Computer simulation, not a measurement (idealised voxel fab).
voxel self aligned contacts: a process module
205 nm wide, 5 nm square cells: that's cross-section cut.
How to read a cross-section here: the picture is a grid of square cells, written as bands going from the top down, and any band can span one or more rows of cells.
Band entry format. Leading values: height of top, height of bottom, nm. Remainder: materials in left-to-right order, each with its width in nm. Special words: "edge to edge" on a single material, which then fills the band edge to edge; "empty", empty space.
Basically, 0 is our baseline, since under it the wafer straight out of the box is all one material. The bottom band has no lower end and keeps on going down, so it looks like "0 -> down".
Note: "30..40" means the width goes from the first number (top row of the band) to the second number (bottom row) in equal steps per row of cells.
Take "nothing altered" at face value: in the step it is given for, the cross-section changed in none of its cells.
Each empty space that has no open way to the top and spans at least 8 cells appears under "Sealed voids" as width x height at distance, the distance counted from the left edge, all in nm.
after a step's settings: what the simulator itself notes on the step
The line of a step may include "overlay nm". On a step with a mask, this value is how far to the right of its planned place the mask lay. A negative value means the mask lay to the left.
-- So here's the lineup of process steps we planned
- 1: op RECEIVE | material Si
- 2: op CONFORMAL_DEP | material SiO2 | thk nm 5
- 3: op DIRECTIONAL_DEP | material polySi | thk nm 30
- 4: op DIRECTIONAL_DEP | material SiN | thk nm 20
- 5: op PATTERN | tone cover | mask id GATE | material resist | width nm 30 | pitch nm 60 | thk nm 20 | overlay nm 0
- 6: op DIRECTIONAL_ETCH | etch materials SiN | depth nm 20
- 7: op DIRECTIONAL_ETCH | etch materials polySi | depth nm 30
- 8: op STRIP | etch materials resist
- 9: op CONFORMAL_DEP | material SiN | thk nm 5
- 10: op DIRECTIONAL_ETCH | etch materials SiN | depth nm 5
- 11: op FILL_DEP | material SiO2 | thk nm 15
- 12: op CMP | height nm 60
- 13: op PATTERN | tone open | mask id CONTACT | material resist | width nm 40 | thk nm 15 | overlay nm 0
- 14: op DIRECTIONAL_ETCH | etch materials SiO2 | depth nm 60
- 15: op STRIP | etch materials resist
- 16: op CONFORMAL_DEP | material TiN | thk nm 5
- 17: op FILL_DEP | material W | thk nm 10
- 18: op CMP | height nm 60
- 19: op CONFORMAL_DEP | material SiN | thk nm 5
-- Run as planned: first of two wafers
-- Here's what the wafer looked like in cross-section when it arrived - that's after step 1
0 -> down  Si edge to edge
Sealed voids: none
-- So this is the wafer cross-section right after step 2
5 -> 0  SiO2 edge to edge
Everything under 0 stays put, no change at all.
-- So this is the wafer cross-section right after step 3
35 -> 5  polySi edge to edge
Everything under 5 stays put, no change at all.
-- So this is the wafer cross-section right after step 4
55 -> 35  SiN edge to edge
Everything under 35 stays put, no change at all.
-- So this is the wafer cross-section right after step 5
75 -> 55  55 of empty  30 of resist  30 of empty  30 of resist  60 of empty
Everything under 55 stays put, no change at all.
-- So this is the wafer cross-section right after step 6
75 -> 55  55 of empty  30 of resist  30 of empty  30 of resist  60 of empty
55 -> 35  55 of empty  30 of SiN  30 of empty  30 of SiN  60 of empty
Everything under 35 stays put, no change at all.
-- So this is the wafer cross-section right after step 7
75 -> 55  55 of empty  30 of resist  30 of empty  30 of resist  60 of empty
55 -> 35  55 of empty  30 of SiN  30 of empty  30 of SiN  60 of empty
35 -> 5  55 of empty  30 of polySi  30 of empty  30 of polySi  60 of empty
Everything under 5 stays put, no change at all.
-- So this is the wafer cross-section right after step 8
55 -> 35  55 of empty  30 of SiN  30 of empty  30 of SiN  60 of empty
Everything under 35 stays put, no change at all.
-- So this is the wafer cross-section right after step 9
60 -> 35  50 of empty  40 of SiN  20 of empty  40 of SiN  55 of empty
35 -> 10  50 of empty  5 of SiN  30 of polySi  5 of SiN  20 of empty  5 of SiN  30 of polySi  5 of SiN  55 of empty
10 -> 5  55 of SiN  30 of polySi  30 of SiN  30 of polySi  60 of SiN
Everything under 5 stays put, no change at all.
-- So this is the wafer cross-section right after step 10
55 -> 35  50 of empty  40 of SiN  20 of empty  40 of SiN  55 of empty
35 -> 5  50 of empty  5 of SiN  30 of polySi  5 of SiN  20 of empty  5 of SiN  30 of polySi  5 of SiN  55 of empty
Everything under 5 stays put, no change at all.
-- So this is the wafer cross-section right after step 11
70 -> 55  SiO2 edge to edge
55 -> 35  50 of SiO2  40 of SiN  20 of SiO2  40 of SiN  55 of SiO2
35 -> 5  50 of SiO2  5 of SiN  30 of polySi  5 of SiN  20 of SiO2  5 of SiN  30 of polySi  5 of SiN  55 of SiO2
Everything under 5 stays put, no change at all.
-- So this is the wafer cross-section right after step 12
60 -> 55  SiO2 edge to edge
Everything under 55 stays put, no change at all.
-- So this is the wafer cross-section right after step 13
75 -> 60  80 of resist  40 of empty  85 of resist
Everything under 60 stays put, no change at all.
-- So this is the wafer cross-section right after step 14
75 -> 60  80 of resist  40 of empty  85 of resist
60 -> 55  80 of SiO2  40 of empty  85 of SiO2
55 -> 35  50 of SiO2  40 of SiN  20 of empty  40 of SiN  55 of SiO2
35 -> 5  50 of SiO2  5 of SiN  30 of polySi  5 of SiN  20 of empty  5 of SiN  30 of polySi  5 of SiN  55 of SiO2
5 -> 0  90 of SiO2  20 of empty  95 of SiO2
Everything under 0 stays put, no change at all.
-- So this is the wafer cross-section right after step 15
60 -> 55  80 of SiO2  40 of empty  85 of SiO2
Everything under 55 stays put, no change at all.
-- So this is the wafer cross-section right after step 16
65 -> 60  85 of TiN  30 of empty  90 of TiN
60 -> 55  80 of SiO2  15 of TiN  10 of empty  15 of TiN  85 of SiO2
55 -> 35  50 of SiO2  40 of SiN  5 of TiN  10 of empty  5 of TiN  40 of SiN  55 of SiO2
35 -> 5  50 of SiO2  5 of SiN  30 of polySi  5 of SiN  5 of TiN  10 of empty  5 of TiN  5 of SiN  30 of polySi  5 of SiN  55 of SiO2
5 -> 0  90 of SiO2  20 of TiN  95 of SiO2
Everything under 0 stays put, no change at all.
-- So this is the wafer cross-section right after step 17
75 -> 65  W edge to edge
65 -> 60  85 of TiN  30 of W  90 of TiN
60 -> 55  80 of SiO2  15 of TiN  10 of W  15 of TiN  85 of SiO2
55 -> 35  50 of SiO2  40 of SiN  5 of TiN  10 of W  5 of TiN  40 of SiN  55 of SiO2
35 -> 5  50 of SiO2  5 of SiN  30 of polySi  5 of SiN  5 of TiN  10 of W  5 of TiN  5 of SiN  30 of polySi  5 of SiN  55 of SiO2
Everything under 5 stays put, no change at all.
-- So this is the wafer cross-section right after step 18
60 -> 55  80 of SiO2  15 of TiN  10 of W  15 of TiN  85 of SiO2
Everything under 55 stays put, no change at all.
-- So this is the wafer cross-section right after step 19
65 -> 60  SiN edge to edge
Everything under 60 stays put, no change at all.
-- Second of two: same start, same plan, one run error; steps up to and including 2 match the first
-- X-section, second wafer, when step 3 was due to finish
25 -> 5  SiN edge to edge
Everything under 5 stays put, no change at all.
-- X-section, second wafer, when step 4 was due to finish
55 -> 25  polySi edge to edge
Everything under 25 stays put, no change at all.
-- X-section, second wafer, when step 5 was due to finish
75 -> 55  55 of empty  30 of resist  30 of empty  30 of resist  60 of empty
Everything under 55 stays put, no change at all.
X-section, second wafer, when step 6 was due to finish: nothing altered
-- X-section, second wafer, when step 7 was due to finish
75 -> 55  55 of empty  30 of resist  30 of empty  30 of resist  60 of empty
55 -> 25  55 of empty  30 of polySi  30 of empty  30 of polySi  60 of empty
Everything under 25 stays put, no change at all.
-- X-section, second wafer, when step 8 was due to finish
55 -> 25  55 of empty  30 of polySi  30 of empty  30 of polySi  60 of empty
Everything under 25 stays put, no change at all.
-- X-section, second wafer, when step 9 was due to finish
60 -> 55  50 of empty  40 of SiN  20 of empty  40 of SiN  55 of empty
55 -> 30  50 of empty  5 of SiN  30 of polySi  5 of SiN  20 of empty  5 of SiN  30 of polySi  5 of SiN  55 of empty
30 -> 25  55 of SiN  30 of polySi  30 of SiN  30 of polySi  60 of SiN
Everything under 25 stays put, no change at all.
-- X-section, second wafer, when step 10 was due to finish
55 -> 25  50 of empty  5 of SiN  30 of polySi  5 of SiN  20 of empty  5 of SiN  30 of polySi  5 of SiN  55 of empty
Everything under 25 stays put, no change at all.
-- X-section, second wafer, when step 11 was due to finish
70 -> 55  SiO2 edge to edge
55 -> 25  50 of SiO2  5 of SiN  30 of polySi  5 of SiN  20 of SiO2  5 of SiN  30 of polySi  5 of SiN  55 of SiO2
Everything under 25 stays put, no change at all.
-- X-section, second wafer, when step 12 was due to finish
60 -> 55  SiO2 edge to edge
Everything under 55 stays put, no change at all.
-- X-section, second wafer, when step 13 was due to finish
75 -> 60  80 of resist  40 of empty  85 of resist
Everything under 60 stays put, no change at all.
-- X-section, second wafer, when step 14 was due to finish
75 -> 60  80 of resist  40 of empty  85 of resist
60 -> 55  80 of SiO2  40 of empty  85 of SiO2
55 -> 25  50 of SiO2  5 of SiN  30 of polySi  5 of SiN  20 of empty  5 of SiN  30 of polySi  5 of SiN  55 of SiO2
Everything under 25 stays put, no change at all.
-- X-section, second wafer, when step 15 was due to finish
60 -> 55  80 of SiO2  40 of empty  85 of SiO2
Everything under 55 stays put, no change at all.
-- X-section, second wafer, when step 16 was due to finish
65 -> 60  85 of TiN  30 of empty  90 of TiN
60 -> 55  80 of SiO2  15 of TiN  10 of empty  15 of TiN  85 of SiO2
55 -> 30  50 of SiO2  5 of SiN  30 of polySi  5 of SiN  5 of TiN  10 of empty  5 of TiN  5 of SiN  30 of polySi  5 of SiN  55 of SiO2
30 -> 25  50 of SiO2  5 of SiN  30 of polySi  5 of SiN  20 of TiN  5 of SiN  30 of polySi  5 of SiN  55 of SiO2
Everything under 25 stays put, no change at all.
-- X-section, second wafer, when step 17 was due to finish
75 -> 65  W edge to edge
65 -> 60  85 of TiN  30 of W  90 of TiN
60 -> 55  80 of SiO2  15 of TiN  10 of W  15 of TiN  85 of SiO2
55 -> 30  50 of SiO2  5 of SiN  30 of polySi  5 of SiN  5 of TiN  10 of W  5 of TiN  5 of SiN  30 of polySi  5 of SiN  55 of SiO2
Everything under 30 stays put, no change at all.
-- X-section, second wafer, when step 18 was due to finish
60 -> 55  80 of SiO2  15 of TiN  10 of W  15 of TiN  85 of SiO2
Everything under 55 stays put, no change at all.
-- X-section, second wafer, when step 19 was due to finish
65 -> 60  SiN edge to edge
Everything under 60 stays put, no change at all.
In executing the process, a mistake was made relative to the plan: steps 3 and 4 traded places in the executed sequence
Final comparison by cell count, materials where the second wafer has more or fewer than the first: SiN +100 | SiO2 -80 | TiN -10 | W -10
